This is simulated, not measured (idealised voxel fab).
Documented hereafter: the process module known as voxel wiring stack.
Each square cell in cross-section cut measures 5 nm, and the section as a whole is 240 nm wide.
In this document a cross-section is written as a grid of square cells. It is given as a series of bands, listed from the top down, and a band is one or more rows of cells.
Basically the band line says how high the top is and how high the bottom is, in nm, and then what's in it from left to right, every material with its width in nm. Empty space shows up as "air", and if a single material carries "everywhere" it runs the full band edge to edge.
It should be noted that heights are counted from 0, beneath which the wafer as supplied is of one material throughout, and that the lowest band possesses no lower boundary but continues downward, as written in "top 0, no bottom".
Quick explanation for "30->40": the width changes in equal steps down the rows of cells, from the first number in the band's top row to the second number in its bottom row.
It should be understood that the words "remained unchanged", when stated for a given step, signify that the cross-section underwent no change in any of its cells during that step.
What "Fully sealed cavities" gives you is every empty space of 8 cells or more that is cut off from the top. Each appears as width x height at distance, with the distance taken from the left edge and width, height and distance all in nm.
Note: text after step settings on the step line = simulator remark on that step.
Steps that use a mask can have "overlay nm" on their line. It says how far the mask sat to the right of where it was meant to be. Negative means to the left.

**Process steps - plan**
1,RECEIVE | material Si
2,CONFORMAL_DEP | material SiO2 | thk nm 15
3,DIRECTIONAL_DEP | material TiN | thk nm 5
4,DIRECTIONAL_DEP | material Ru | thk nm 20
5,MASKED_ETCH | tone cover | mask id METAL_1 | width nm 25 | pitch nm 50 | etch materials Ru | depth nm 20 | overlay nm 0
6,MASKED_ETCH | tone cover | mask id METAL_1 | width nm 25 | pitch nm 50 | etch materials TiN | depth nm 5 | overlay nm 0
7,CONFORMAL_DEP | material SiCN | thk nm 5
8,FILL_DEP | material lowk | thk nm 5
9,CMP | height nm 40
10,CONFORMAL_DEP | material SiCN | thk nm 5
11,DIRECTIONAL_DEP | material SiO2 | thk nm 20
12,DIRECTIONAL_DEP | material aC | thk nm 15
13,PATTERN | tone open | mask id PLUG_1 | material resist | width nm 15 | pitch nm 100 | thk nm 30 | overlay nm 0
14,DIRECTIONAL_ETCH | etch materials aC | depth nm 15
15,STRIP | etch materials resist
16,DIRECTIONAL_ETCH | etch materials SiO2 | depth nm 20
17,DIRECTIONAL_ETCH | etch materials SiCN | depth nm 5
18,STRIP | etch materials aC
19,CONFORMAL_DEP | material TiN | thk nm 5
20,FILL_DEP | material Cu | thk nm 5
21,CMP | height nm 65
22,DIRECTIONAL_DEP | material TiN | thk nm 5
23,DIRECTIONAL_DEP | material Ru | thk nm 20
24,MASKED_ETCH | tone cover | mask id METAL_2 | width nm 25 | pitch nm 50 | etch materials Ru | depth nm 20 | overlay nm 0
25,MASKED_ETCH | tone cover | mask id METAL_2 | width nm 25 | pitch nm 50 | etch materials TiN | depth nm 5 | overlay nm 0
26,CONFORMAL_DEP | material SiCN | thk nm 5
27,FILL_DEP | material lowk | thk nm 10
28,CMP | height nm 90
29,CONFORMAL_DEP | material SiCN | thk nm 5
30,DIRECTIONAL_DEP | material lowk | thk nm 30
31,DIRECTIONAL_DEP | material aC | thk nm 15
32,PATTERN | tone open | mask id METAL_3 | material resist | width nm 25 | pitch nm 50 | thk nm 35 | overlay nm 0
33,DIRECTIONAL_ETCH | etch materials aC | depth nm 15
34,STRIP | etch materials resist
35,DIRECTIONAL_ETCH | etch materials lowk | depth nm 20
36,STRIP | etch materials aC
37,MASKED_ETCH | tone open | mask id METAL_3_HOLES | width nm 15 | pitch nm 100 | etch materials lowk | depth nm 10 | overlay nm 0
38,MASKED_ETCH | tone open | mask id METAL_3_HOLES | width nm 15 | pitch nm 100 | etch materials SiCN | depth nm 5 | overlay nm 0
39,CONFORMAL_DEP | material TiN | thk nm 5
40,FILL_DEP | material Cu | thk nm 5
41,CMP | height nm 125
42,CONFORMAL_DEP | material SiCN | thk nm 5

**So, the first of our two wafers, run just as we planned it**

**Incoming wafer, cross-sectional view, post step 1**
	top 0, no bottom  Si everywhere
	Fully sealed cavities: none

**The following cross-section depicts the wafer upon completion of step 2**
	top 15, bottom 0  SiO2 everywhere
	below 0: unchanged

**The following cross-section depicts the wafer upon completion of step 3**
	top 20, bottom 15  TiN everywhere
	below 15: unchanged

**The following cross-section depicts the wafer upon completion of step 4**
	top 40, bottom 20  Ru everywhere
	below 20: unchanged

**The following cross-section depicts the wafer upon completion of step 5**
	top 40, bottom 20  air: 55, Ru: 25, air: 25, Ru: 25, air: 25, Ru: 25, air: 60
	below 20: unchanged

**The following cross-section depicts the wafer upon completion of step 6**
	top 40, bottom 20  air: 55, Ru: 25, air: 25, Ru: 25, air: 25, Ru: 25, air: 60
	top 20, bottom 15  air: 55, TiN: 25, air: 25, TiN: 25, air: 25, TiN: 25, air: 60
	below 15: unchanged

**The following cross-section depicts the wafer upon completion of step 7**
	top 45, bottom 40  air: 50, SiCN: 35, air: 15, SiCN: 35, air: 15, SiCN: 35, air: 55
	top 40, bottom 20  air: 50, SiCN: 5, Ru: 25, SiCN: 5, air: 15, SiCN: 5, Ru: 25, SiCN: 5, air: 15, SiCN: 5, Ru: 25, SiCN: 5, air: 55
	top 20, bottom 15  SiCN: 55, TiN: 25, SiCN: 25, TiN: 25, SiCN: 25, TiN: 25, SiCN: 60
	below 15: unchanged

**The following cross-section depicts the wafer upon completion of step 8**
	top 50, bottom 45  lowk everywhere
	top 45, bottom 40  lowk: 50, SiCN: 35, lowk: 15, SiCN: 35, lowk: 15, SiCN: 35, lowk: 55
	top 40, bottom 20  lowk: 50, SiCN: 5, Ru: 25, SiCN: 5, lowk: 15, SiCN: 5, Ru: 25, SiCN: 5, lowk: 15, SiCN: 5, Ru: 25, SiCN: 5, lowk: 55
	below 20: unchanged

**The following cross-section depicts the wafer upon completion of step 9**
	top 40, bottom 20  lowk: 50, SiCN: 5, Ru: 25, SiCN: 5, lowk: 15, SiCN: 5, Ru: 25, SiCN: 5, lowk: 15, SiCN: 5, Ru: 25, SiCN: 5, lowk: 55
	below 20: unchanged

**The following cross-section depicts the wafer upon completion of step 10**
	top 45, bottom 40  SiCN everywhere
	below 40: unchanged

**The following cross-section depicts the wafer upon completion of step 11**
	top 65, bottom 45  SiO2 everywhere
	below 45: unchanged

**The following cross-section depicts the wafer upon completion of step 12**
	top 80, bottom 65  aC everywhere
	below 65: unchanged

**The following cross-section depicts the wafer upon completion of step 13**
	top 110, bottom 80  resist: 55, air: 15, resist: 85, air: 15, resist: 70
	below 80: unchanged

**The following cross-section depicts the wafer upon completion of step 14**
	top 95, bottom 80  resist: 55, air: 15, resist: 85, air: 15, resist: 70
	top 80, bottom 65  aC: 55, air: 15, aC: 85, air: 15, aC: 70
	below 65: unchanged

**The following cross-section depicts the wafer upon completion of step 15**
	top 80, bottom 65  aC: 55, air: 15, aC: 85, air: 15, aC: 70
	below 65: unchanged

**The following cross-section depicts the wafer upon completion of step 16**
	top 80, bottom 65  aC: 55, air: 15, aC: 85, air: 15, aC: 70
	top 65, bottom 45  SiO2: 55, air: 15, SiO2: 85, air: 15, SiO2: 70
	below 45: unchanged

**The following cross-section depicts the wafer upon completion of step 17**
	top 80, bottom 65  aC: 55, air: 15, aC: 85, air: 15, aC: 70
	top 65, bottom 45  SiO2: 55, air: 15, SiO2: 85, air: 15, SiO2: 70
	top 45, bottom 40  SiCN: 55, air: 15, SiCN: 85, air: 15, SiCN: 70
	below 40: unchanged

**The following cross-section depicts the wafer upon completion of step 18**
	top 65, bottom 45  SiO2: 55, air: 15, SiO2: 85, air: 15, SiO2: 70
	below 45: unchanged

**The following cross-section depicts the wafer upon completion of step 19**
	top 70, bottom 65  TiN: 60, air: 5, TiN: 95, air: 5, TiN: 75
	top 65, bottom 45  SiO2: 55, TiN: 5, air: 5, TiN: 5, SiO2: 85, TiN: 5, air: 5, TiN: 5, SiO2: 70
	top 45, bottom 40  SiCN: 55, TiN: 15, SiCN: 85, TiN: 15, SiCN: 70
	below 40: unchanged

**The following cross-section depicts the wafer upon completion of step 20**
	top 75, bottom 70  Cu everywhere
	top 70, bottom 65  TiN: 60, Cu: 5, TiN: 95, Cu: 5, TiN: 75
	top 65, bottom 45  SiO2: 55, TiN: 5, Cu: 5, TiN: 5, SiO2: 85, TiN: 5, Cu: 5, TiN: 5, SiO2: 70
	below 45: unchanged

**The following cross-section depicts the wafer upon completion of step 21**
	top 65, bottom 45  SiO2: 55, TiN: 5, Cu: 5, TiN: 5, SiO2: 85, TiN: 5, Cu: 5, TiN: 5, SiO2: 70
	below 45: unchanged

**The following cross-section depicts the wafer upon completion of step 22**
	top 70, bottom 65  TiN everywhere
	below 65: unchanged

**The following cross-section depicts the wafer upon completion of step 23**
	top 90, bottom 70  Ru everywhere
	below 70: unchanged

**The following cross-section depicts the wafer upon completion of step 24**
	top 90, bottom 70  air: 55, Ru: 25, air: 25, Ru: 25, air: 25, Ru: 25, air: 60
	below 70: unchanged

**The following cross-section depicts the wafer upon completion of step 25**
	top 90, bottom 70  air: 55, Ru: 25, air: 25, Ru: 25, air: 25, Ru: 25, air: 60
	top 70, bottom 65  air: 55, TiN: 25, air: 25, TiN: 25, air: 25, TiN: 25, air: 60
	below 65: unchanged

**The following cross-section depicts the wafer upon completion of step 26**
	top 95, bottom 90  air: 50, SiCN: 35, air: 15, SiCN: 35, air: 15, SiCN: 35, air: 55
	top 90, bottom 70  air: 50, SiCN: 5, Ru: 25, SiCN: 5, air: 15, SiCN: 5, Ru: 25, SiCN: 5, air: 15, SiCN: 5, Ru: 25, SiCN: 5, air: 55
	top 70, bottom 65  SiCN: 55, TiN: 25, SiCN: 25, TiN: 25, SiCN: 25, TiN: 25, SiCN: 60
	below 65: unchanged

**The following cross-section depicts the wafer upon completion of step 27**
	top 105, bottom 95  lowk everywhere
	top 95, bottom 90  lowk: 50, SiCN: 35, lowk: 15, SiCN: 35, lowk: 15, SiCN: 35, lowk: 55
	top 90, bottom 70  lowk: 50, SiCN: 5, Ru: 25, SiCN: 5, lowk: 15, SiCN: 5, Ru: 25, SiCN: 5, lowk: 15, SiCN: 5, Ru: 25, SiCN: 5, lowk: 55
	below 70: unchanged

**The following cross-section depicts the wafer upon completion of step 28**
	top 90, bottom 70  lowk: 50, SiCN: 5, Ru: 25, SiCN: 5, lowk: 15, SiCN: 5, Ru: 25, SiCN: 5, lowk: 15, SiCN: 5, Ru: 25, SiCN: 5, lowk: 55
	below 70: unchanged

**The following cross-section depicts the wafer upon completion of step 29**
	top 95, bottom 90  SiCN everywhere
	below 90: unchanged

**The following cross-section depicts the wafer upon completion of step 30**
	top 125, bottom 95  lowk everywhere
	below 95: unchanged

**The following cross-section depicts the wafer upon completion of step 31**
	top 140, bottom 125  aC everywhere
	below 125: unchanged

**The following cross-section depicts the wafer upon completion of step 32**
	top 175, bottom 140  resist: 55, air: 25, resist: 25, air: 25, resist: 25, air: 25, resist: 60
	below 140: unchanged

**The following cross-section depicts the wafer upon completion of step 33**
	top 160, bottom 140  resist: 55, air: 25, resist: 25, air: 25, resist: 25, air: 25, resist: 60
	top 140, bottom 125  aC: 55, air: 25, aC: 25, air: 25, aC: 25, air: 25, aC: 60
	below 125: unchanged

**The following cross-section depicts the wafer upon completion of step 34**
	top 140, bottom 125  aC: 55, air: 25, aC: 25, air: 25, aC: 25, air: 25, aC: 60
	below 125: unchanged

**The following cross-section depicts the wafer upon completion of step 35**
	top 140, bottom 125  aC: 55, air: 25, aC: 25, air: 25, aC: 25, air: 25, aC: 60
	top 125, bottom 105  lowk: 55, air: 25, lowk: 25, air: 25, lowk: 25, air: 25, lowk: 60
	below 105: unchanged

**The following cross-section depicts the wafer upon completion of step 36**
	top 125, bottom 105  lowk: 55, air: 25, lowk: 25, air: 25, lowk: 25, air: 25, lowk: 60
	below 105: unchanged

**The following cross-section depicts the wafer upon completion of step 37**
	top 125, bottom 105  lowk: 55, air: 25, lowk: 25, air: 25, lowk: 25, air: 25, lowk: 60
	top 105, bottom 95  lowk: 55, air: 15, lowk: 85, air: 15, lowk: 70
	below 95: unchanged

**The following cross-section depicts the wafer upon completion of step 38**
	top 125, bottom 105  lowk: 55, air: 25, lowk: 25, air: 25, lowk: 25, air: 25, lowk: 60
	top 105, bottom 95  lowk: 55, air: 15, lowk: 85, air: 15, lowk: 70
	top 95, bottom 90  SiCN: 55, air: 15, SiCN: 85, air: 15, SiCN: 70
	below 90: unchanged

**The following cross-section depicts the wafer upon completion of step 39**
	top 130, bottom 125  TiN: 60, air: 15, TiN: 35, air: 15, TiN: 35, air: 15, TiN: 65
	top 125, bottom 110  lowk: 55, TiN: 5, air: 15, TiN: 5, lowk: 25, TiN: 5, air: 15, TiN: 5, lowk: 25, TiN: 5, air: 15, TiN: 5, lowk: 60
	top 110, bottom 105  lowk: 55, TiN: 5, air: 5, TiN: 15, lowk: 25, TiN: 25, lowk: 25, TiN: 5, air: 5, TiN: 15, lowk: 60
	top 105, bottom 95  lowk: 55, TiN: 5, air: 5, TiN: 5, lowk: 85, TiN: 5, air: 5, TiN: 5, lowk: 70
	top 95, bottom 90  SiCN: 55, TiN: 15, SiCN: 85, TiN: 15, SiCN: 70
	below 90: unchanged

**The following cross-section depicts the wafer upon completion of step 40**
	top 135, bottom 130  Cu everywhere
	top 130, bottom 125  TiN: 60, Cu: 15, TiN: 35, Cu: 15, TiN: 35, Cu: 15, TiN: 65
	top 125, bottom 110  lowk: 55, TiN: 5, Cu: 15, TiN: 5, lowk: 25, TiN: 5, Cu: 15, TiN: 5, lowk: 25, TiN: 5, Cu: 15, TiN: 5, lowk: 60
	top 110, bottom 105  lowk: 55, TiN: 5, Cu: 5, TiN: 15, lowk: 25, TiN: 25, lowk: 25, TiN: 5, Cu: 5, TiN: 15, lowk: 60
	top 105, bottom 95  lowk: 55, TiN: 5, Cu: 5, TiN: 5, lowk: 85, TiN: 5, Cu: 5, TiN: 5, lowk: 70
	below 95: unchanged

**The following cross-section depicts the wafer upon completion of step 41**
	top 125, bottom 110  lowk: 55, TiN: 5, Cu: 15, TiN: 5, lowk: 25, TiN: 5, Cu: 15, TiN: 5, lowk: 25, TiN: 5, Cu: 15, TiN: 5, lowk: 60
	below 110: unchanged

**The following cross-section depicts the wafer upon completion of step 42**
	top 130, bottom 125  SiCN everywhere
	below 125: unchanged

**Wafer two. Identical start, identical plan. One mistake in execution. Identical history through step 2**

X-section, second wafer, when step 3 was due to finish: remained unchanged

**X-section, second wafer, when step 4 was due to finish**
	top 35, bottom 15  Ru everywhere
	below 15: unchanged

**X-section, second wafer, when step 5 was due to finish**
	top 35, bottom 15  air: 55, Ru: 25, air: 25, Ru: 25, air: 25, Ru: 25, air: 60
	below 15: unchanged

X-section, second wafer, when step 6 was due to finish: remained unchanged

**X-section, second wafer, when step 7 was due to finish**
	top 40, bottom 35  air: 50, SiCN: 35, air: 15, SiCN: 35, air: 15, SiCN: 35, air: 55
	top 35, bottom 20  air: 50, SiCN: 5, Ru: 25, SiCN: 5, air: 15, SiCN: 5, Ru: 25, SiCN: 5, air: 15, SiCN: 5, Ru: 25, SiCN: 5, air: 55
	top 20, bottom 15  SiCN: 55, Ru: 25, SiCN: 25, Ru: 25, SiCN: 25, Ru: 25, SiCN: 60
	below 15: unchanged

**X-section, second wafer, when step 8 was due to finish**
	top 45, bottom 40  lowk everywhere
	top 40, bottom 35  lowk: 50, SiCN: 35, lowk: 15, SiCN: 35, lowk: 15, SiCN: 35, lowk: 55
	top 35, bottom 20  lowk: 50, SiCN: 5, Ru: 25, SiCN: 5, lowk: 15, SiCN: 5, Ru: 25, SiCN: 5, lowk: 15, SiCN: 5, Ru: 25, SiCN: 5, lowk: 55
	below 20: unchanged

**X-section, second wafer, when step 9 was due to finish**
	top 40, bottom 35  lowk: 50, SiCN: 35, lowk: 15, SiCN: 35, lowk: 15, SiCN: 35, lowk: 55
	below 35: unchanged

**X-section, second wafer, when step 10 was due to finish**
	top 45, bottom 40  SiCN everywhere
	below 40: unchanged

**X-section, second wafer, when step 11 was due to finish**
	top 65, bottom 45  SiO2 everywhere
	below 45: unchanged

**X-section, second wafer, when step 12 was due to finish**
	top 80, bottom 65  aC everywhere
	below 65: unchanged

**X-section, second wafer, when step 13 was due to finish**
	top 110, bottom 80  resist: 55, air: 15, resist: 85, air: 15, resist: 70
	below 80: unchanged

**X-section, second wafer, when step 14 was due to finish**
	top 95, bottom 80  resist: 55, air: 15, resist: 85, air: 15, resist: 70
	top 80, bottom 65  aC: 55, air: 15, aC: 85, air: 15, aC: 70
	below 65: unchanged

**X-section, second wafer, when step 15 was due to finish**
	top 80, bottom 65  aC: 55, air: 15, aC: 85, air: 15, aC: 70
	below 65: unchanged

**X-section, second wafer, when step 16 was due to finish**
	top 80, bottom 65  aC: 55, air: 15, aC: 85, air: 15, aC: 70
	top 65, bottom 45  SiO2: 55, air: 15, SiO2: 85, air: 15, SiO2: 70
	below 45: unchanged

**X-section, second wafer, when step 17 was due to finish**
	top 80, bottom 65  aC: 55, air: 15, aC: 85, air: 15, aC: 70
	top 65, bottom 45  SiO2: 55, air: 15, SiO2: 85, air: 15, SiO2: 70
	top 45, bottom 40  SiCN: 55, air: 15, SiCN: 85, air: 15, SiCN: 70
	below 40: unchanged

**X-section, second wafer, when step 18 was due to finish**
	top 65, bottom 45  SiO2: 55, air: 15, SiO2: 85, air: 15, SiO2: 70
	below 45: unchanged

**X-section, second wafer, when step 19 was due to finish**
	top 70, bottom 65  TiN: 60, air: 5, TiN: 95, air: 5, TiN: 75
	top 65, bottom 45  SiO2: 55, TiN: 5, air: 5, TiN: 5, SiO2: 85, TiN: 5, air: 5, TiN: 5, SiO2: 70
	top 45, bottom 40  SiCN: 55, TiN: 15, SiCN: 85, TiN: 15, SiCN: 70
	below 40: unchanged

**X-section, second wafer, when step 20 was due to finish**
	top 75, bottom 70  Cu everywhere
	top 70, bottom 65  TiN: 60, Cu: 5, TiN: 95, Cu: 5, TiN: 75
	top 65, bottom 45  SiO2: 55, TiN: 5, Cu: 5, TiN: 5, SiO2: 85, TiN: 5, Cu: 5, TiN: 5, SiO2: 70
	below 45: unchanged

**X-section, second wafer, when step 21 was due to finish**
	top 65, bottom 45  SiO2: 55, TiN: 5, Cu: 5, TiN: 5, SiO2: 85, TiN: 5, Cu: 5, TiN: 5, SiO2: 70
	below 45: unchanged

**X-section, second wafer, when step 22 was due to finish**
	top 70, bottom 65  TiN everywhere
	below 65: unchanged

**X-section, second wafer, when step 23 was due to finish**
	top 90, bottom 70  Ru everywhere
	below 70: unchanged

**X-section, second wafer, when step 24 was due to finish**
	top 90, bottom 70  air: 55, Ru: 25, air: 25, Ru: 25, air: 25, Ru: 25, air: 60
	below 70: unchanged

**X-section, second wafer, when step 25 was due to finish**
	top 90, bottom 70  air: 55, Ru: 25, air: 25, Ru: 25, air: 25, Ru: 25, air: 60
	top 70, bottom 65  air: 55, TiN: 25, air: 25, TiN: 25, air: 25, TiN: 25, air: 60
	below 65: unchanged

**X-section, second wafer, when step 26 was due to finish**
	top 95, bottom 90  air: 50, SiCN: 35, air: 15, SiCN: 35, air: 15, SiCN: 35, air: 55
	top 90, bottom 70  air: 50, SiCN: 5, Ru: 25, SiCN: 5, air: 15, SiCN: 5, Ru: 25, SiCN: 5, air: 15, SiCN: 5, Ru: 25, SiCN: 5, air: 55
	top 70, bottom 65  SiCN: 55, TiN: 25, SiCN: 25, TiN: 25, SiCN: 25, TiN: 25, SiCN: 60
	below 65: unchanged

**X-section, second wafer, when step 27 was due to finish**
	top 105, bottom 95  lowk everywhere
	top 95, bottom 90  lowk: 50, SiCN: 35, lowk: 15, SiCN: 35, lowk: 15, SiCN: 35, lowk: 55
	top 90, bottom 70  lowk: 50, SiCN: 5, Ru: 25, SiCN: 5, lowk: 15, SiCN: 5, Ru: 25, SiCN: 5, lowk: 15, SiCN: 5, Ru: 25, SiCN: 5, lowk: 55
	below 70: unchanged

**X-section, second wafer, when step 28 was due to finish**
	top 90, bottom 70  lowk: 50, SiCN: 5, Ru: 25, SiCN: 5, lowk: 15, SiCN: 5, Ru: 25, SiCN: 5, lowk: 15, SiCN: 5, Ru: 25, SiCN: 5, lowk: 55
	below 70: unchanged

**X-section, second wafer, when step 29 was due to finish**
	top 95, bottom 90  SiCN everywhere
	below 90: unchanged

**X-section, second wafer, when step 30 was due to finish**
	top 125, bottom 95  lowk everywhere
	below 95: unchanged

**X-section, second wafer, when step 31 was due to finish**
	top 140, bottom 125  aC everywhere
	below 125: unchanged

**X-section, second wafer, when step 32 was due to finish**
	top 175, bottom 140  resist: 55, air: 25, resist: 25, air: 25, resist: 25, air: 25, resist: 60
	below 140: unchanged

**X-section, second wafer, when step 33 was due to finish**
	top 160, bottom 140  resist: 55, air: 25, resist: 25, air: 25, resist: 25, air: 25, resist: 60
	top 140, bottom 125  aC: 55, air: 25, aC: 25, air: 25, aC: 25, air: 25, aC: 60
	below 125: unchanged

**X-section, second wafer, when step 34 was due to finish**
	top 140, bottom 125  aC: 55, air: 25, aC: 25, air: 25, aC: 25, air: 25, aC: 60
	below 125: unchanged

**X-section, second wafer, when step 35 was due to finish**
	top 140, bottom 125  aC: 55, air: 25, aC: 25, air: 25, aC: 25, air: 25, aC: 60
	top 125, bottom 105  lowk: 55, air: 25, lowk: 25, air: 25, lowk: 25, air: 25, lowk: 60
	below 105: unchanged

**X-section, second wafer, when step 36 was due to finish**
	top 125, bottom 105  lowk: 55, air: 25, lowk: 25, air: 25, lowk: 25, air: 25, lowk: 60
	below 105: unchanged

**X-section, second wafer, when step 37 was due to finish**
	top 125, bottom 105  lowk: 55, air: 25, lowk: 25, air: 25, lowk: 25, air: 25, lowk: 60
	top 105, bottom 95  lowk: 55, air: 15, lowk: 85, air: 15, lowk: 70
	below 95: unchanged

**X-section, second wafer, when step 38 was due to finish**
	top 125, bottom 105  lowk: 55, air: 25, lowk: 25, air: 25, lowk: 25, air: 25, lowk: 60
	top 105, bottom 95  lowk: 55, air: 15, lowk: 85, air: 15, lowk: 70
	top 95, bottom 90  SiCN: 55, air: 15, SiCN: 85, air: 15, SiCN: 70
	below 90: unchanged

**X-section, second wafer, when step 39 was due to finish**
	top 130, bottom 125  TiN: 60, air: 15, TiN: 35, air: 15, TiN: 35, air: 15, TiN: 65
	top 125, bottom 110  lowk: 55, TiN: 5, air: 15, TiN: 5, lowk: 25, TiN: 5, air: 15, TiN: 5, lowk: 25, TiN: 5, air: 15, TiN: 5, lowk: 60
	top 110, bottom 105  lowk: 55, TiN: 5, air: 5, TiN: 15, lowk: 25, TiN: 25, lowk: 25, TiN: 5, air: 5, TiN: 15, lowk: 60
	top 105, bottom 95  lowk: 55, TiN: 5, air: 5, TiN: 5, lowk: 85, TiN: 5, air: 5, TiN: 5, lowk: 70
	top 95, bottom 90  SiCN: 55, TiN: 15, SiCN: 85, TiN: 15, SiCN: 70
	below 90: unchanged

**X-section, second wafer, when step 40 was due to finish**
	top 135, bottom 130  Cu everywhere
	top 130, bottom 125  TiN: 60, Cu: 15, TiN: 35, Cu: 15, TiN: 35, Cu: 15, TiN: 65
	top 125, bottom 110  lowk: 55, TiN: 5, Cu: 15, TiN: 5, lowk: 25, TiN: 5, Cu: 15, TiN: 5, lowk: 25, TiN: 5, Cu: 15, TiN: 5, lowk: 60
	top 110, bottom 105  lowk: 55, TiN: 5, Cu: 5, TiN: 15, lowk: 25, TiN: 25, lowk: 25, TiN: 5, Cu: 5, TiN: 15, lowk: 60
	top 105, bottom 95  lowk: 55, TiN: 5, Cu: 5, TiN: 5, lowk: 85, TiN: 5, Cu: 5, TiN: 5, lowk: 70
	below 95: unchanged

**X-section, second wafer, when step 41 was due to finish**
	top 125, bottom 110  lowk: 55, TiN: 5, Cu: 15, TiN: 5, lowk: 25, TiN: 5, Cu: 15, TiN: 5, lowk: 25, TiN: 5, Cu: 15, TiN: 5, lowk: 60
	below 110: unchanged

**X-section, second wafer, when step 42 was due to finish**
	top 130, bottom 125  SiCN everywhere
	below 125: unchanged
Short version of what went wrong: yeah, step 3 of the plan got skipped, never ran
Looking at both finished wafers in cells, the second ends up ahead of or behind the first on some materials: SiCN: 15 more; TiN: 15 fewer
